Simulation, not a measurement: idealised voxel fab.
The process module presented herein is designated voxel transistor to metal.
Displayed cross-section: cut, width of 260 nm, square cells sized 5 nm.
Cross-section spec: square-cell grid; bands listed top down; each band is one or more rows. Quick guide to a band line: top height, bottom height (nm) up front; then every material left to right with its width in nm. Only one material and it's marked "edge to edge"? Then it fills the band edge to edge. And "air" just means empty space. Counting heights begins at 0, where everything beneath is, in the wafer as received, one material. The lowest band has no bottom; it goes on downwards, as "from 0 down" shows. The expression "30..40" gives the width at the extremes of the band, the first number at its top row of cells and the second at its bottom row, with the width changing by equal amounts from each row to the next in between. The cross-section has no changed cell in any step marked "changes: none". "Sealed internal cavities" means: voids of 8 cells or more that are shut off from the top with no open way through. Written width x height at distance, distance from the left edge, in nm. Anything after a step's settings on that line? It's the simulator's own note about the step. overlay nm: for a step with a mask, the amount by which the mask lay right of where it was planned; a negative amount means left of it.
Intended process steps:
1. RECEIVE with material Si
2. OXIDIZE with depth nm 5
3. CONFORMAL_DEP with material SiN, thk nm 15
4. DIRECTIONAL_DEP with material aC, thk nm 10
5. PATTERN with tone cover, mask id ACTIVE, material resist, width nm 100, pitch nm 125, thk nm 30, overlay nm 0
6. DIRECTIONAL_ETCH with etch materials aC, depth nm 10
7. STRIP with etch materials resist
8. DIRECTIONAL_ETCH with etch materials SiN, depth nm 15
9. DIRECTIONAL_ETCH with etch materials SiO2, depth nm 5
10. DIRECTIONAL_ETCH with etch materials Si, depth nm 25
11. STRIP with etch materials aC
12. OXIDIZE with depth nm 5
13. FILL_DEP with material SiO2, thk nm 5
14. CMP with height nm 15
15. SELECTIVE_ETCH with etch materials SiO2, depth nm 10
16. STRIP with etch materials SiN
17. SELECTIVE_ETCH with etch materials SiO2, depth nm 5
18. OXIDIZE with depth nm 5
19. DIRECTIONAL_DEP with material polySi, thk nm 20
20. DIRECTIONAL_DEP with material SiCN, thk nm 10
21. DIRECTIONAL_DEP with material aC, thk nm 15
22. PATTERN with tone cover, mask id GATE, material resist, width nm 20, pitch nm 125, thk nm 30, overlay nm 0
23. DIRECTIONAL_ETCH with etch materials aC, depth nm 15
24. STRIP with etch materials resist
25. DIRECTIONAL_ETCH with etch materials SiCN, depth nm 20
26. DIRECTIONAL_ETCH with etch materials polySi, depth nm 30
27. STRIP with etch materials aC
28. CONFORMAL_DEP with material SiO2, thk nm 5
29. DIRECTIONAL_ETCH with etch materials SiO2, depth nm 5
30. CONFORMAL_DEP with material SiN, thk nm 5
31. DIRECTIONAL_ETCH with etch materials SiN, depth nm 5
32. DIRECTIONAL_ETCH with etch materials SiO2, depth nm 5
33. DIRECTIONAL_ETCH with etch materials Si, depth nm 15
34. EPI with material nSi, thk nm 20
35. FILL_DEP with material SiO2, thk nm 10
36. CMP with height nm 15
37. DIRECTIONAL_DEP with material SiO2, thk nm 10
38. DIRECTIONAL_DEP with material aC, thk nm 10
39. PATTERN with tone open, mask id CONTACT, material resist, width nm 20, thk nm 30, overlay nm 0
40. DIRECTIONAL_ETCH with etch materials aC, depth nm 10
41. STRIP with etch materials resist
42. DIRECTIONAL_ETCH with etch materials SiO2, depth nm 40
43. STRIP with etch materials aC
44. CONFORMAL_DEP with material TiN, thk nm 5
45. FILL_DEP with material W, thk nm 5
46. CMP with height nm 35
47. DIRECTIONAL_DEP with material TiN, thk nm 5
48. DIRECTIONAL_DEP with material W, thk nm 25
49. MASKED_ETCH with tone cover, mask id METAL_1, width nm 20, etch materials W, depth nm 25, overlay nm 0
50. MASKED_ETCH with tone cover, mask id METAL_1, width nm 20, etch materials TiN, depth nm 5, overlay nm 0
51. FILL_DEP with material SiO2, thk nm 10
52. CMP with height nm 65
53. CONFORMAL_DEP with material SiCN, thk nm 5
Where the wafers of this document differ is in the height nm of step 36; they start out the same, and the plan states the value that applied to the first wafer.
As-received state after step 1, first of several wafers, cross-section:
> from 0 down = Si edge to edge
> Sealed internal cavities: none
Post step 53, the closing step of the module: first of several wafers, cross-sectioned:
> from 70 to 65 = SiCN edge to edge
> from 65 to 40 = 20 SiO2, 20 W, 50 SiO2, 20 W, 35 SiO2, 20 W, 50 SiO2, 20 W, 25 SiO2
> from 40 to 35 = 20 SiO2, 20 TiN, 50 SiO2, 20 TiN, 35 SiO2, 20 TiN, 50 SiO2, 20 TiN, 25 SiO2
> from 35 to 30 = W edge to edge
> from 30 to 25 = 25 TiN, 10 W, 60 TiN, 10 W, 45 TiN, 10 W, 60 TiN, 10 W, 30 TiN
> from 25 to 15 = 20 SiO2, 5 TiN, 10 W, 5 TiN, 50 SiO2, 5 TiN, 10 W, 5 TiN, 35 SiO2, 5 TiN, 10 W, 5 TiN, 50 SiO2, 5 TiN, 10 W, 5 TiN, 25 SiO2
> from 15 to 10 = 20 SiO2, 20 TiN, 5 SiO2, 5 SiN, 5 SiO2, 20 polySi, 5 SiO2, 5 SiN, 5 SiO2, 20 TiN, 35 SiO2, 20 TiN, 5 SiO2, 5 SiN, 5 SiO2, 20 polySi, 5 SiO2, 5 SiN, 5 SiO2, 20 TiN, 25 SiO2
> from 10 to 0 = 20 SiO2, 5 TiN, 20 nSi, 5 SiN, 5 SiO2, 20 polySi, 5 SiO2, 5 SiN, 20 nSi, 5 TiN, 35 SiO2, 5 TiN, 20 nSi, 5 SiN, 5 SiO2, 20 polySi, 5 SiO2, 5 SiN, 20 nSi, 5 TiN, 25 SiO2
> from 0 to -5 = 15 SiO2, 5 SiN, 5 TiN, 20 nSi, 5 SiN, 5 SiO2, 20 polySi, 5 SiO2, 5 SiN, 20 nSi, 5 TiN, 5 SiN, 25 SiO2, 5 SiN, 5 TiN, 20 nSi, 5 SiN, 5 SiO2, 20 polySi, 5 SiO2, 5 SiN, 20 nSi, 5 TiN, 5 SiN, 20 SiO2
> from -5 to -10 = 20 SiO2, 25 nSi, 40 SiO2, 25 nSi, 35 SiO2, 25 nSi, 40 SiO2, 25 nSi, 25 SiO2
> from -10 to -25 = 20 SiO2, 25 nSi, 40 Si, 25 nSi, 35 SiO2, 25 nSi, 40 Si, 25 nSi, 25 SiO2
> from -25 to -35 = 20 SiO2, 90 Si, 35 SiO2, 90 Si, 25 SiO2
> from -35 down = Si edge to edge
> Sealed internal cavities: none
X-section, last wafer, module end:
> from 70 to 65 = SiCN edge to edge
> from 65 to 40 = 20 SiO2, 20 W, 50 SiO2, 20 W, 35 SiO2, 20 W, 50 SiO2, 20 W, 25 SiO2
> from 40 to 35 = 20 SiO2, 20 TiN, 50 SiO2, 20 TiN, 35 SiO2, 20 TiN, 50 SiO2, 20 TiN, 25 SiO2
> from 35 to 25 = 20 SiO2, 5 TiN, 10 W, 5 TiN, 50 SiO2, 5 TiN, 10 W, 5 TiN, 35 SiO2, 5 TiN, 10 W, 5 TiN, 50 SiO2, 5 TiN, 10 W, 5 TiN, 25 SiO2
> from 25 to 15 = 20 SiO2, 5 TiN, 10 W, 5 TiN, 5 SiO2, 5 SiN, 5 SiO2, 20 SiCN, 5 SiO2, 5 SiN, 5 SiO2, 5 TiN, 10 W, 5 TiN, 35 SiO2, 5 TiN, 10 W, 5 TiN, 5 SiO2, 5 SiN, 5 SiO2, 20 SiCN, 5 SiO2, 5 SiN, 5 SiO2, 5 TiN, 10 W, 5 TiN, 25 SiO2
> from 15 to 10 = 20 SiO2, 20 TiN, 5 SiO2, 5 SiN, 5 SiO2, 20 polySi, 5 SiO2, 5 SiN, 5 SiO2, 20 TiN, 35 SiO2, 20 TiN, 5 SiO2, 5 SiN, 5 SiO2, 20 polySi, 5 SiO2, 5 SiN, 5 SiO2, 20 TiN, 25 SiO2
> from 10 to 5 = 20 SiO2, 5 TiN, 20 nSi, 5 SiN, 5 SiO2, 20 polySi, 5 SiO2, 5 SiN, 20 nSi, 5 TiN, 35 SiO2, 5 TiN, 20 nSi, 5 SiN, 5 SiO2, 20 polySi, 5 SiO2, 5 SiN, 20 nSi, 5 TiN, 25 SiO2
> from 5 to 0 = 25 SiO2, 20 nSi, 5 SiN, 5 SiO2, 20 polySi, 5 SiO2, 5 SiN, 20 nSi, 45 SiO2, 20 nSi, 5 SiN, 5 SiO2, 20 polySi, 5 SiO2, 5 SiN, 20 nSi, 30 SiO2
> from 0 to -5 = 15 SiO2, 5 SiN, 5 SiO2, 20 nSi, 5 SiN, 5 SiO2, 20 polySi, 5 SiO2, 5 SiN, 20 nSi, 5 SiO2, 5 SiN, 25 SiO2, 5 SiN, 5 SiO2, 20 nSi, 5 SiN, 5 SiO2, 20 polySi, 5 SiO2, 5 SiN, 20 nSi, 5 SiO2, 5 SiN, 20 SiO2
> from -5 to -10 = 20 SiO2, 25 nSi, 40 SiO2, 25 nSi, 35 SiO2, 25 nSi, 40 SiO2, 25 nSi, 25 SiO2
> from -10 to -25 = 20 SiO2, 25 nSi, 40 Si, 25 nSi, 35 SiO2, 25 nSi, 40 Si, 25 nSi, 25 SiO2
> from -25 to -35 = 20 SiO2, 90 Si, 35 SiO2, 90 Si, 25 SiO2
> from -35 down = Si edge to edge
> Sealed internal cavities: none
Below, a row for every wafer. Read it as the end-of-module picture: for each material the wafer shows its cells gained (+) or lost (-) since it was received, and then its closed voids:
height nm 15; -244 Si; +52 SiCN; +20 SiN; +480 SiO2; +104 TiN; +156 W; +128 nSi; +32 polySi; Sealed internal cavities: none
height nm 20; -244 Si; +60 SiCN; +24 SiN; +504 SiO2; +112 TiN; +112 W; +128 nSi; +32 polySi; Sealed internal cavities: none
height nm 25; -244 Si; +68 SiCN; +28 SiN; +528 SiO2; +76 TiN; +112 W; +128 nSi; +32 polySi; Sealed internal cavities: none
height nm 30; -244 Si; +68 SiCN; +28 SiN; +532 SiO2; +72 TiN; +112 W; +128 nSi; +32 polySi; Sealed internal cavities: none
height nm 35; -244 Si; +68 SiCN; +28 SiN; +536 SiO2; +68 TiN; +112 W; +128 nSi; +32 polySi; Sealed internal cavities: none
